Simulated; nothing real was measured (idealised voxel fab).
process module | voxel wiring stack
cross-section cut | 230 nm wide | cells 5 nm
A cross-section is a grid of square cells, given in bands from the top down. A band is one or more rows of cells.
Each band's line starts with the height of the band's top and of its bottom, in nm. Then come its materials from left to right, each with its width in nm. One material with "throughout" fills the band from edge to edge. "air" is empty space.
Height 0 is the level under which the wafer as received is all one material. The lowest band goes on downwards, as in "0 down".
A width such as "30 to 40" changes by the same amount from each row of cells to the next, from the band's top row to its bottom row.
"no change" after a step means that no cell of the cross-section changed.
closed voids: empty space of 8 cells or more with no open way to the top, each as width x height at its distance from the left edge, in nm
after a step's settings: what the simulator itself notes on the step
overlay nm, on a step with a mask: how far to the right of its planned place the mask lay; to the left if negative
plan
1 op RECEIVE | material Si
2 op CONFORMAL_DEP | material SiO2 | thk nm 10
3 op DIRECTIONAL_DEP | material TiN | thk nm 5
4 op DIRECTIONAL_DEP | material W | thk nm 25
5 op DIRECTIONAL_DEP | material aC | thk nm 15
6 op PATTERN | tone cover | mask id METAL_1 | material resist | width nm 20 | pitch nm 45 | thk nm 35 | overlay nm 0
7 op DIRECTIONAL_ETCH | etch materials aC | depth nm 15
8 op STRIP | etch materials resist
9 op DIRECTIONAL_ETCH | etch materials W | depth nm 25
10 op DIRECTIONAL_ETCH | etch materials TiN | depth nm 5
11 op STRIP | etch materials aC
12 op CONFORMAL_DEP | material SiCN | thk nm 5
13 op FILL_DEP | material lowk | thk nm 5
14 op CMP | height nm 40
15 op CONFORMAL_DEP | material SiCN | thk nm 5
16 op DIRECTIONAL_DEP | material SiO2 | thk nm 25
17 op MASKED_ETCH | tone open | mask id METAL_2 | width nm 20 | pitch nm 45 | etch materials SiO2 | depth nm 15 | overlay nm 0
18 op PATTERN | tone open | mask id METAL_2_HOLES | material resist | width nm 15 | pitch nm 90 | thk nm 15 | overlay nm 0
19 op DIRECTIONAL_ETCH | etch materials SiO2 | depth nm 10
20 op DIRECTIONAL_ETCH | etch materials SiCN | depth nm 5
21 op STRIP | etch materials resist
22 op CONFORMAL_DEP | material TiN | thk nm 5
23 op FILL_DEP | material Cu | thk nm 5
24 op CMP | height nm 70
25 op CONFORMAL_DEP | material SiCN | thk nm 5
first wafer, as planned
as received, after step 1
  0 down: Si throughout
  closed voids: none
after step 2
  10 to 0: SiO2 throughout
  below 0: unchanged
after step 3
  15 to 10: TiN throughout
  below 10: unchanged
after step 4
  40 to 15: W throughout
  below 15: unchanged
after step 5
  55 to 40: aC throughout
  below 40: unchanged
after step 6
  90 to 55: air 35 | resist 20 | air 25 | resist 20 | air 25 | resist 20 | air 25 | resist 20 | air 40
  below 55: unchanged
after step 7
  75 to 55: air 35 | resist 20 | air 25 | resist 20 | air 25 | resist 20 | air 25 | resist 20 | air 40
  55 to 40: air 35 | aC 20 | air 25 | aC 20 | air 25 | aC 20 | air 25 | aC 20 | air 40
  below 40: unchanged
after step 8
  55 to 40: air 35 | aC 20 | air 25 | aC 20 | air 25 | aC 20 | air 25 | aC 20 | air 40
  below 40: unchanged
after step 9
  55 to 40: air 35 | aC 20 | air 25 | aC 20 | air 25 | aC 20 | air 25 | aC 20 | air 40
  40 to 15: air 35 | W 20 | air 25 | W 20 | air 25 | W 20 | air 25 | W 20 | air 40
  below 15: unchanged
after step 10
  55 to 40: air 35 | aC 20 | air 25 | aC 20 | air 25 | aC 20 | air 25 | aC 20 | air 40
  40 to 15: air 35 | W 20 | air 25 | W 20 | air 25 | W 20 | air 25 | W 20 | air 40
  15 to 10: air 35 | TiN 20 | air 25 | TiN 20 | air 25 | TiN 20 | air 25 | TiN 20 | air 40
  below 10: unchanged
after step 11
  40 to 15: air 35 | W 20 | air 25 | W 20 | air 25 | W 20 | air 25 | W 20 | air 40
  below 15: unchanged
after step 12
  45 to 40: air 30 | SiCN 30 | air 15 | SiCN 30 | air 15 | SiCN 30 | air 15 | SiCN 30 | air 35
  40 to 15: air 30 | SiCN 5 | W 20 | SiCN 5 | air 15 | SiCN 5 | W 20 | SiCN 5 | air 15 | SiCN 5 | W 20 | SiCN 5 | air 15 | SiCN 5 | W 20 | SiCN 5 | air 35
  15 to 10: SiCN 35 | TiN 20 | SiCN 25 | TiN 20 | SiCN 25 | TiN 20 | SiCN 25 | TiN 20 | SiCN 40
  below 10: unchanged
after step 13
  50 to 45: lowk throughout
  45 to 40: lowk 30 | SiCN 30 | lowk 15 | SiCN 30 | lowk 15 | SiCN 30 | lowk 15 | SiCN 30 | lowk 35
  40 to 15: lowk 30 | SiCN 5 | W 20 | SiCN 5 | lowk 15 | SiCN 5 | W 20 | SiCN 5 | lowk 15 | SiCN 5 | W 20 | SiCN 5 | lowk 15 | SiCN 5 | W 20 | SiCN 5 | lowk 35
  below 15: unchanged
after step 14
  40 to 15: lowk 30 | SiCN 5 | W 20 | SiCN 5 | lowk 15 | SiCN 5 | W 20 | SiCN 5 | lowk 15 | SiCN 5 | W 20 | SiCN 5 | lowk 15 | SiCN 5 | W 20 | SiCN 5 | lowk 35
  below 15: unchanged
after step 15
  45 to 40: SiCN throughout
  below 40: unchanged
after step 16
  70 to 45: SiO2 throughout
  below 45: unchanged
after step 17
  70 to 55: SiO2 35 | air 20 | SiO2 25 | air 20 | SiO2 25 | air 20 | SiO2 25 | air 20 | SiO2 40
  below 55: unchanged
after step 18
  85 to 70: resist 35 | air 15 | resist 75 | air 15 | resist 90
  70 to 55: SiO2 35 | air 15 | resist 5 | SiO2 25 | resist 20 | SiO2 25 | air 15 | resist 5 | SiO2 25 | resist 20 | SiO2 40
  below 55: unchanged
after step 19
  85 to 70: resist 35 | air 15 | resist 75 | air 15 | resist 90
  70 to 55: SiO2 35 | air 15 | resist 5 | SiO2 25 | resist 20 | SiO2 25 | air 15 | resist 5 | SiO2 25 | resist 20 | SiO2 40
  55 to 45: SiO2 35 | air 15 | SiO2 75 | air 15 | SiO2 90
  below 45: unchanged
after step 20
  85 to 70: resist 35 | air 15 | resist 75 | air 15 | resist 90
  70 to 55: SiO2 35 | air 15 | resist 5 | SiO2 25 | resist 20 | SiO2 25 | air 15 | resist 5 | SiO2 25 | resist 20 | SiO2 40
  55 to 45: SiO2 35 | air 15 | SiO2 75 | air 15 | SiO2 90
  45 to 40: SiCN 35 | air 15 | SiCN 75 | air 15 | SiCN 90
  below 40: unchanged
after step 21
  70 to 55: SiO2 35 | air 20 | SiO2 25 | air 20 | SiO2 25 | air 20 | SiO2 25 | air 20 | SiO2 40
  below 55: unchanged
after step 22
  75 to 70: TiN 40 | air 10 | TiN 35 | air 10 | TiN 35 | air 10 | TiN 35 | air 10 | TiN 45
  70 to 60: SiO2 35 | TiN 5 | air 10 | TiN 5 | SiO2 25 | TiN 5 | air 10 | TiN 5 | SiO2 25 | TiN 5 | air 10 | TiN 5 | SiO2 25 | TiN 5 | air 10 | TiN 5 | SiO2 40
  60 to 55: SiO2 35 | TiN 5 | air 5 | TiN 10 | SiO2 25 | TiN 20 | SiO2 25 | TiN 5 | air 5 | TiN 10 | SiO2 25 | TiN 20 | SiO2 40
  55 to 45: SiO2 35 | TiN 5 | air 5 | TiN 5 | SiO2 75 | TiN 5 | air 5 | TiN 5 | SiO2 90
  45 to 40: SiCN 35 | TiN 15 | SiCN 75 | TiN 15 | SiCN 90
  below 40: unchanged
after step 23
  80 to 75: Cu throughout
  75 to 70: TiN 40 | Cu 10 | TiN 35 | Cu 10 | TiN 35 | Cu 10 | TiN 35 | Cu 10 | TiN 45
  70 to 60: SiO2 35 | TiN 5 | Cu 10 | TiN 5 | SiO2 25 | TiN 5 | Cu 10 | TiN 5 | SiO2 25 | TiN 5 | Cu 10 | TiN 5 | SiO2 25 | TiN 5 | Cu 10 | TiN 5 | SiO2 40
  60 to 55: SiO2 35 | TiN 5 | Cu 5 | TiN 10 | SiO2 25 | TiN 20 | SiO2 25 | TiN 5 | Cu 5 | TiN 10 | SiO2 25 | TiN 20 | SiO2 40
  55 to 45: SiO2 35 | TiN 5 | Cu 5 | TiN 5 | SiO2 75 | TiN 5 | Cu 5 | TiN 5 | SiO2 90
  below 45: unchanged
after step 24
  70 to 60: SiO2 35 | TiN 5 | Cu 10 | TiN 5 | SiO2 25 | TiN 5 | Cu 10 | TiN 5 | SiO2 25 | TiN 5 | Cu 10 | TiN 5 | SiO2 25 | TiN 5 | Cu 10 | TiN 5 | SiO2 40
  below 60: unchanged
after step 25
  75 to 70: SiCN throughout
  below 70: unchanged
second wafer: like start, like plan, one mistake. Through step 1 it matches the first wafer
when step 2 should have ended: no change
when step 3 should have ended
  5 to 0: TiN throughout
  below 0: unchanged
when step 4 should have ended
  30 to 5: W throughout
  below 5: unchanged
when step 5 should have ended
  45 to 30: aC throughout
  below 30: unchanged
when step 6 should have ended
  80 to 45: air 35 | resist 20 | air 25 | resist 20 | air 25 | resist 20 | air 25 | resist 20 | air 40
  below 45: unchanged
when step 7 should have ended
  65 to 45: air 35 | resist 20 | air 25 | resist 20 | air 25 | resist 20 | air 25 | resist 20 | air 40
  45 to 30: air 35 | aC 20 | air 25 | aC 20 | air 25 | aC 20 | air 25 | aC 20 | air 40
  below 30: unchanged
when step 8 should have ended
  45 to 30: air 35 | aC 20 | air 25 | aC 20 | air 25 | aC 20 | air 25 | aC 20 | air 40
  below 30: unchanged
when step 9 should have ended
  45 to 30: air 35 | aC 20 | air 25 | aC 20 | air 25 | aC 20 | air 25 | aC 20 | air 40
  30 to 5: air 35 | W 20 | air 25 | W 20 | air 25 | W 20 | air 25 | W 20 | air 40
  below 5: unchanged
when step 10 should have ended
  45 to 30: air 35 | aC 20 | air 25 | aC 20 | air 25 | aC 20 | air 25 | aC 20 | air 40
  30 to 5: air 35 | W 20 | air 25 | W 20 | air 25 | W 20 | air 25 | W 20 | air 40
  5 to 0: air 35 | TiN 20 | air 25 | TiN 20 | air 25 | TiN 20 | air 25 | TiN 20 | air 40
  below 0: unchanged
when step 11 should have ended
  30 to 5: air 35 | W 20 | air 25 | W 20 | air 25 | W 20 | air 25 | W 20 | air 40
  below 5: unchanged
when step 12 should have ended
  35 to 30: air 30 | SiCN 30 | air 15 | SiCN 30 | air 15 | SiCN 30 | air 15 | SiCN 30 | air 35
  30 to 5: air 30 | SiCN 5 | W 20 | SiCN 5 | air 15 | SiCN 5 | W 20 | SiCN 5 | air 15 | SiCN 5 | W 20 | SiCN 5 | air 15 | SiCN 5 | W 20 | SiCN 5 | air 35
  5 to 0: SiCN 35 | TiN 20 | SiCN 25 | TiN 20 | SiCN 25 | TiN 20 | SiCN 25 | TiN 20 | SiCN 40
  below 0: unchanged
when step 13 should have ended
  40 to 35: lowk throughout
  35 to 30: lowk 30 | SiCN 30 | lowk 15 | SiCN 30 | lowk 15 | SiCN 30 | lowk 15 | SiCN 30 | lowk 35
  30 to 5: lowk 30 | SiCN 5 | W 20 | SiCN 5 | lowk 15 | SiCN 5 | W 20 | SiCN 5 | lowk 15 | SiCN 5 | W 20 | SiCN 5 | lowk 15 | SiCN 5 | W 20 | SiCN 5 | lowk 35
  below 5: unchanged
when step 14 should have ended: no change
when step 15 should have ended
  45 to 40: SiCN throughout
  below 40: unchanged
when step 16 should have ended
  70 to 45: SiO2 throughout
  below 45: unchanged
when step 17 should have ended
  70 to 55: SiO2 35 | air 20 | SiO2 25 | air 20 | SiO2 25 | air 20 | SiO2 25 | air 20 | SiO2 40
  below 55: unchanged
when step 18 should have ended
  85 to 70: resist 35 | air 15 | resist 75 | air 15 | resist 90
  70 to 55: SiO2 35 | air 15 | resist 5 | SiO2 25 | resist 20 | SiO2 25 | air 15 | resist 5 | SiO2 25 | resist 20 | SiO2 40
  below 55: unchanged
when step 19 should have ended
  85 to 70: resist 35 | air 15 | resist 75 | air 15 | resist 90
  70 to 55: SiO2 35 | air 15 | resist 5 | SiO2 25 | resist 20 | SiO2 25 | air 15 | resist 5 | SiO2 25 | resist 20 | SiO2 40
  55 to 45: SiO2 35 | air 15 | SiO2 75 | air 15 | SiO2 90
  below 45: unchanged
when step 20 should have ended
  85 to 70: resist 35 | air 15 | resist 75 | air 15 | resist 90
  70 to 55: SiO2 35 | air 15 | resist 5 | SiO2 25 | resist 20 | SiO2 25 | air 15 | resist 5 | SiO2 25 | resist 20 | SiO2 40
  55 to 45: SiO2 35 | air 15 | SiO2 75 | air 15 | SiO2 90
  45 to 40: SiCN 35 | air 15 | SiCN 75 | air 15 | SiCN 90
  below 40: unchanged
when step 21 should have ended
  70 to 55: SiO2 35 | air 20 | SiO2 25 | air 20 | SiO2 25 | air 20 | SiO2 25 | air 20 | SiO2 40
  below 55: unchanged
when step 22 should have ended
  75 to 70: TiN 40 | air 10 | TiN 35 | air 10 | TiN 35 | air 10 | TiN 35 | air 10 | TiN 45
  70 to 60: SiO2 35 | TiN 5 | air 10 | TiN 5 | SiO2 25 | TiN 5 | air 10 | TiN 5 | SiO2 25 | TiN 5 | air 10 | TiN 5 | SiO2 25 | TiN 5 | air 10 | TiN 5 | SiO2 40
  60 to 55: SiO2 35 | TiN 5 | air 5 | TiN 10 | SiO2 25 | TiN 20 | SiO2 25 | TiN 5 | air 5 | TiN 10 | SiO2 25 | TiN 20 | SiO2 40
  55 to 45: SiO2 35 | TiN 5 | air 5 | TiN 5 | SiO2 75 | TiN 5 | air 5 | TiN 5 | SiO2 90
  45 to 40: SiCN 35 | TiN 15 | SiCN 75 | TiN 15 | SiCN 90
  below 40: unchanged
when step 23 should have ended
  80 to 75: Cu throughout
  75 to 70: TiN 40 | Cu 10 | TiN 35 | Cu 10 | TiN 35 | Cu 10 | TiN 35 | Cu 10 | TiN 45
  70 to 60: SiO2 35 | TiN 5 | Cu 10 | TiN 5 | SiO2 25 | TiN 5 | Cu 10 | TiN 5 | SiO2 25 | TiN 5 | Cu 10 | TiN 5 | SiO2 25 | TiN 5 | Cu 10 | TiN 5 | SiO2 40
  60 to 55: SiO2 35 | TiN 5 | Cu 5 | TiN 10 | SiO2 25 | TiN 20 | SiO2 25 | TiN 5 | Cu 5 | TiN 10 | SiO2 25 | TiN 20 | SiO2 40
  55 to 45: SiO2 35 | TiN 5 | Cu 5 | TiN 5 | SiO2 75 | TiN 5 | Cu 5 | TiN 5 | SiO2 90
  below 45: unchanged
when step 24 should have ended
  70 to 60: SiO2 35 | TiN 5 | Cu 10 | TiN 5 | SiO2 25 | TiN 5 | Cu 10 | TiN 5 | SiO2 25 | TiN 5 | Cu 10 | TiN 5 | SiO2 25 | TiN 5 | Cu 10 | TiN 5 | SiO2 40
  below 60: unchanged
when step 25 should have ended
  75 to 70: SiCN throughout
  below 70: unchanged
what went wrong: step 2 was left out
at the end the second wafer has, in cells: 24 more of SiCN | 92 fewer of SiO2 | 68 more of lowk
